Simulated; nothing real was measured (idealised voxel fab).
Proc. module: voxel trench capacitor
Pictured: cross-section cut, 140 nm wide, on a grid of 5 nm square cells.
Cross-section layout: square cells on a grid; listed as bands, top to bottom; a band spans one or more cell rows. Read a band's entry like this: the first values are the height of its top and the height of its bottom in nm, and what follows is the sequence of materials from left to right, each with its width in nm. Note that "blank" is empty space, and that a single material marked "all across" reaches across the band from edge to edge. Where do heights start? At 0: under that level the wafer as delivered is made of one material only. And the lowest band has no floor; it just carries on downward, as in "0..down". A width such as "30->40" changes by the same amount from each row of cells to the next, from the band's top row to its bottom row. For the purposes of this document, the phrase "nothing changed" attached to a step denotes that no cell within the cross-section was modified by that step. "closed voids": sealed empty spaces, 8 cells or more, no open way to top, listed width x height at distance, with distance from the left edge and width, height and distance in nm. Step line, after settings: the simulator's comment on this step. overlay nm: mask right of planned place by this much (step with mask). Neg. = left.
HERE'S WHAT THE PLANNED PROCESS STEPS LOOK LIKE
1. RECEIVE,material Si
2. CONFORMAL_DEP,material SiN,thk nm 10
3. PATTERN,tone open,mask id TRENCH,material resist,width nm 30,pitch nm 55,thk nm 20,overlay nm 0
4. DIRECTIONAL_ETCH,etch materials SiN,depth nm 10
5. DIRECTIONAL_ETCH,etch materials Si,depth nm 35
6. STRIP,etch materials resist
7. CONFORMAL_DEP,material HfO2,thk nm 5
8. CONFORMAL_DEP,material TiN,thk nm 5
9. FILL_DEP,material W,thk nm 10
10. CMP,height nm 10
THE FIRST OF A SET OF TWO WAFERS, RUN TO PLAN
WAFER AS RECEIVED: CROSS-SECTION FOLLOWING STEP 1
  0..down = Si all across
  closed voids: none
CROSS-SECTION: WAFER STATE AFTER STEP 2
  10..0 = SiN all across
  At heights below 0, the structure remains unaltered.
CROSS-SECTION: WAFER STATE AFTER STEP 3
  30..10 = 25 of resist  30 of blank  25 of resist  30 of blank  30 of resist
  At heights below 10, the structure remains unaltered.
CROSS-SECTION: WAFER STATE AFTER STEP 4
  30..10 = 25 of resist  30 of blank  25 of resist  30 of blank  30 of resist
  10..0 = 25 of SiN  30 of blank  25 of SiN  30 of blank  30 of SiN
  At heights below 0, the structure remains unaltered.
CROSS-SECTION: WAFER STATE AFTER STEP 5
  30..10 = 25 of resist  30 of blank  25 of resist  30 of blank  30 of resist
  10..0 = 25 of SiN  30 of blank  25 of SiN  30 of blank  30 of SiN
  0..-35 = 25 of Si  30 of blank  25 of Si  30 of blank  30 of Si
  At heights below -35, the structure remains unaltered.
CROSS-SECTION: WAFER STATE AFTER STEP 6
  10..0 = 25 of SiN  30 of blank  25 of SiN  30 of blank  30 of SiN
  At heights below 0, the structure remains unaltered.
CROSS-SECTION: WAFER STATE AFTER STEP 7
  15..10 = 30 of HfO2  20 of blank  35 of HfO2  20 of blank  35 of HfO2
  10..0 = 25 of SiN  5 of HfO2  20 of blank  5 of HfO2  25 of SiN  5 of HfO2  20 of blank  5 of HfO2  30 of SiN
  0..-30 = 25 of Si  5 of HfO2  20 of blank  5 of HfO2  25 of Si  5 of HfO2  20 of blank  5 of HfO2  30 of Si
  -30..-35 = 25 of Si  30 of HfO2  25 of Si  30 of HfO2  30 of Si
  At heights below -35, the structure remains unaltered.
CROSS-SECTION: WAFER STATE AFTER STEP 8
  20..15 = 35 of TiN  10 of blank  45 of TiN  10 of blank  40 of TiN
  15..10 = 30 of HfO2  5 of TiN  10 of blank  5 of TiN  35 of HfO2  5 of TiN  10 of blank  5 of TiN  35 of HfO2
  10..0 = 25 of SiN  5 of HfO2  5 of TiN  10 of blank  5 of TiN  5 of HfO2  25 of SiN  5 of HfO2  5 of TiN  10 of blank  5 of TiN  5 of HfO2  30 of SiN
  0..-25 = 25 of Si  5 of HfO2  5 of TiN  10 of blank  5 of TiN  5 of HfO2  25 of Si  5 of HfO2  5 of TiN  10 of blank  5 of TiN  5 of HfO2  30 of Si
  -25..-30 = 25 of Si  5 of HfO2  20 of TiN  5 of HfO2  25 of Si  5 of HfO2  20 of TiN  5 of HfO2  30 of Si
  At heights below -30, the structure remains unaltered.
CROSS-SECTION: WAFER STATE AFTER STEP 9
  30..20 = W all across
  20..15 = 35 of TiN  10 of W  45 of TiN  10 of W  40 of TiN
  15..10 = 30 of HfO2  5 of TiN  10 of W  5 of TiN  35 of HfO2  5 of TiN  10 of W  5 of TiN  35 of HfO2
  10..0 = 25 of SiN  5 of HfO2  5 of TiN  10 of W  5 of TiN  5 of HfO2  25 of SiN  5 of HfO2  5 of TiN  10 of W  5 of TiN  5 of HfO2  30 of SiN
  0..-25 = 25 of Si  5 of HfO2  5 of TiN  10 of W  5 of TiN  5 of HfO2  25 of Si  5 of HfO2  5 of TiN  10 of W  5 of TiN  5 of HfO2  30 of Si
  At heights below -25, the structure remains unaltered.
CROSS-SECTION: WAFER STATE AFTER STEP 10
  10..0 = 25 of SiN  5 of HfO2  5 of TiN  10 of W  5 of TiN  5 of HfO2  25 of SiN  5 of HfO2  5 of TiN  10 of W  5 of TiN  5 of HfO2  30 of SiN
  At heights below 0, the structure remains unaltered.
WAFER TWO OF TWO - SAME STARTING POINT, SAME PROCESS PLAN, ONE MISTAKE IN EXECUTION; MATCHES WAFER ONE UP TO AND INCLUDING STEP 2
CROSS-SECTIONAL VIEW OF THE SECOND WAFER AT THE INTENDED END TIME OF PROCESS STEP 3
  30..10 = 25 of blank  30 of resist  25 of blank  30 of resist  30 of blank
  At heights below 10, the structure remains unaltered.
CROSS-SECTIONAL VIEW OF THE SECOND WAFER AT THE INTENDED END TIME OF PROCESS STEP 4
  30..10 = 25 of blank  30 of resist  25 of blank  30 of resist  30 of blank
  10..0 = 25 of blank  30 of SiN  25 of blank  30 of SiN  30 of blank
  At heights below 0, the structure remains unaltered.
CROSS-SECTIONAL VIEW OF THE SECOND WAFER AT THE INTENDED END TIME OF PROCESS STEP 5
  30..10 = 25 of blank  30 of resist  25 of blank  30 of resist  30 of blank
  10..0 = 25 of blank  30 of SiN  25 of blank  30 of SiN  30 of blank
  0..-35 = 25 of blank  30 of Si  25 of blank  30 of Si  30 of blank
  At heights below -35, the structure remains unaltered.
CROSS-SECTIONAL VIEW OF THE SECOND WAFER AT THE INTENDED END TIME OF PROCESS STEP 6
  10..0 = 25 of blank  30 of SiN  25 of blank  30 of SiN  30 of blank
  At heights below 0, the structure remains unaltered.
CROSS-SECTIONAL VIEW OF THE SECOND WAFER AT THE INTENDED END TIME OF PROCESS STEP 7
  15..10 = 20 of blank  40 of HfO2  15 of blank  40 of HfO2  25 of blank
  10..0 = 20 of blank  5 of HfO2  30 of SiN  5 of HfO2  15 of blank  5 of HfO2  30 of SiN  5 of HfO2  25 of blank
  0..-30 = 20 of blank  5 of HfO2  30 of Si  5 of HfO2  15 of blank  5 of HfO2  30 of Si  5 of HfO2  25 of blank
  -30..-35 = 25 of HfO2  30 of Si  25 of HfO2  30 of Si  30 of HfO2
  At heights below -35, the structure remains unaltered.
CROSS-SECTIONAL VIEW OF THE SECOND WAFER AT THE INTENDED END TIME OF PROCESS STEP 8
  20..15 = 15 of blank  50 of TiN  5 of blank  50 of TiN  20 of blank
  15..10 = 15 of blank  5 of TiN  40 of HfO2  5 of TiN  5 of blank  5 of TiN  40 of HfO2  5 of TiN  20 of blank
  10..0 = 15 of blank  5 of TiN  5 of HfO2  30 of SiN  5 of HfO2  5 of TiN  5 of blank  5 of TiN  5 of HfO2  30 of SiN  5 of HfO2  5 of TiN  20 of blank
  0..-25 = 15 of blank  5 of TiN  5 of HfO2  30 of Si  5 of HfO2  5 of TiN  5 of blank  5 of TiN  5 of HfO2  30 of Si  5 of HfO2  5 of TiN  20 of blank
  -25..-30 = 20 of TiN  5 of HfO2  30 of Si  5 of HfO2  15 of TiN  5 of HfO2  30 of Si  5 of HfO2  25 of TiN
  At heights below -30, the structure remains unaltered.
CROSS-SECTIONAL VIEW OF THE SECOND WAFER AT THE INTENDED END TIME OF PROCESS STEP 9
  30..20 = W all across
  20..15 = 15 of W  50 of TiN  5 of W  50 of TiN  20 of W
  15..10 = 15 of W  5 of TiN  40 of HfO2  5 of TiN  5 of W  5 of TiN  40 of HfO2  5 of TiN  20 of W
  10..0 = 15 of W  5 of TiN  5 of HfO2  30 of SiN  5 of HfO2  5 of TiN  5 of W  5 of TiN  5 of HfO2  30 of SiN  5 of HfO2  5 of TiN  20 of W
  0..-25 = 15 of W  5 of TiN  5 of HfO2  30 of Si  5 of HfO2  5 of TiN  5 of W  5 of TiN  5 of HfO2  30 of Si  5 of HfO2  5 of TiN  20 of W
  At heights below -25, the structure remains unaltered.
CROSS-SECTIONAL VIEW OF THE SECOND WAFER AT THE INTENDED END TIME OF PROCESS STEP 10
  10..0 = 15 of W  5 of TiN  5 of HfO2  30 of SiN  5 of HfO2  5 of TiN  5 of W  5 of TiN  5 of HfO2  30 of SiN  5 of HfO2  5 of TiN  20 of W
  At heights below 0, the structure remains unaltered.
Run error: step 3 ran as: PATTERN,tone cover,mask id TRENCH,material resist,width nm 30,pitch nm 55,thk nm 20,overlay nm 0
It is noted that, at the conclusion of processing, the second wafer exhibits a higher or lower cell count for certain materials relative to the first: HfO2 +4, Si -28, SiN -8, TiN +4, W +28
